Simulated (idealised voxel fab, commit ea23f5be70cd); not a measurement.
Process module name: voxel self aligned vias
FYI the section here is cut, 295 nm wide, cells are 5 nm squares.
Throughout this document, each cross-section is represented as a grid of square cells and is presented as a sequence of bands enumerated from the top downward, where a band comprises one or more rows of cells. Basically the band line says how high the top is and how high the bottom is, in nm, and then what's in it from left to right, every material with its width in nm. Empty space shows up as "empty", and if a single material carries "edge to edge" it runs the full band edge to edge. Below 0: as-received wafer, all one material; heights counted from there. Lowest band: no bottom, goes on down, written "top 0, no bottom". With a width like "30->40", each row of cells in the band differs from the next by the same amount, the top row carrying the first number and the bottom row the second. The designation "remained unchanged", where it is given for a processing step, indicates that no cell of the cross-section was altered in the course of that step. Heads up: "Closed void catalog" only lists the empty pockets with no open path to the top that are 8 cells or more, and it writes them as width x height at distance, distance from the left edge, in nm. Post-settings text on a step line: simulator's own remark regarding the step. Regarding "overlay nm": on a step with a mask, it is the distance the mask lay to the right of its planned place; a negative value places it to the left.
Process steps (planned)
1,RECEIVE, material Si
2,CONFORMAL_DEP, material SiO2, thk nm 15
3,CONFORMAL_DEP, material SiCN, thk nm 5
4,DIRECTIONAL_DEP, material SiO2, thk nm 20
5,PATTERN, tone open, mask id LINES, material resist, width nm 20, pitch nm 60, thk nm 15, overlay nm 0
6,DIRECTIONAL_ETCH, etch materials SiO2, depth nm 20
7,STRIP, etch materials resist
8,CONFORMAL_DEP, material TiN, thk nm 5
9,FILL_DEP, material Ru, thk nm 5
10,CMP, height nm 40
11,SELECTIVE_ETCH, etch materials W Ru TiN, depth nm 5
12,FILL_DEP, material SiN, thk nm 5
13,CMP, height nm 40
14,DIRECTIONAL_DEP, material SiO2, thk nm 20
15,PATTERN, tone open, mask id VIAS, material resist, width nm 30, pitch nm 60, thk nm 20, overlay nm 0
16,DIRECTIONAL_ETCH, etch materials SiO2, depth nm 20
17,DIRECTIONAL_ETCH, etch materials SiN, depth nm 5
18,STRIP, etch materials resist
19,CONFORMAL_DEP, material TiN, thk nm 5
20,FILL_DEP, material Cu, thk nm 10
21,CMP, height nm 60
22,CONFORMAL_DEP, material SiN, thk nm 5
Step 1 complete: cross-section of the wafer as received
- top 0, no bottom  Si edge to edge
- Closed void catalog: none
First of two wafers, end-of-module section, run followed plan
- top 65, bottom 60  SiN edge to edge
- top 60, bottom 45  SiO2 70; TiN 5; Cu 20; TiN 5; SiO2 30; TiN 5; Cu 20; TiN 5; SiO2 30; TiN 5; Cu 20; TiN 5; SiO2 75
- top 45, bottom 40  SiO2 70; TiN 10; Cu 10; TiN 10; SiO2 30; TiN 10; Cu 10; TiN 10; SiO2 30; TiN 10; Cu 10; TiN 10; SiO2 75
- top 40, bottom 35  SiO2 75; TiN 20; SiO2 40; TiN 20; SiO2 40; TiN 20; SiO2 80
- top 35, bottom 25  SiO2 75; TiN 5; Ru 10; TiN 5; SiO2 40; TiN 5; Ru 10; TiN 5; SiO2 40; TiN 5; Ru 10; TiN 5; SiO2 80
- top 25, bottom 20  SiO2 75; TiN 20; SiO2 40; TiN 20; SiO2 40; TiN 20; SiO2 80
- top 20, bottom 15  SiCN edge to edge
- top 15, bottom 0  SiO2 edge to edge
- top 0, no bottom  Si edge to edge
- Closed void catalog: none
Now the second wafer, cross-sectioned at the end of the module. Nothing different at the start, nothing different in the plan compared with the first, just one mistake when it was actually run
- top 65, bottom 60  SiN edge to edge
- top 60, bottom 45  SiO2 70; TiN 5; Cu 20; TiN 5; SiO2 30; TiN 5; Cu 20; TiN 5; SiO2 30; TiN 5; Cu 20; TiN 5; SiO2 75
- top 45, bottom 40  SiO2 70; TiN 30; SiO2 30; TiN 30; SiO2 30; TiN 30; SiO2 75
- top 40, bottom 35  SiCN edge to edge
- top 35, bottom 0  SiO2 edge to edge
- top 0, no bottom  Si edge to edge
- Closed void catalog: none
Diagnosis: mixed up steps 3 and 4 - ran each in the other's place
The final cell counts differ between the wafers, with the second having more or fewer of some materials than the first: 6 fewer of Cu | 12 fewer of Ru | 48 more of SiO2 | 30 fewer of TiN
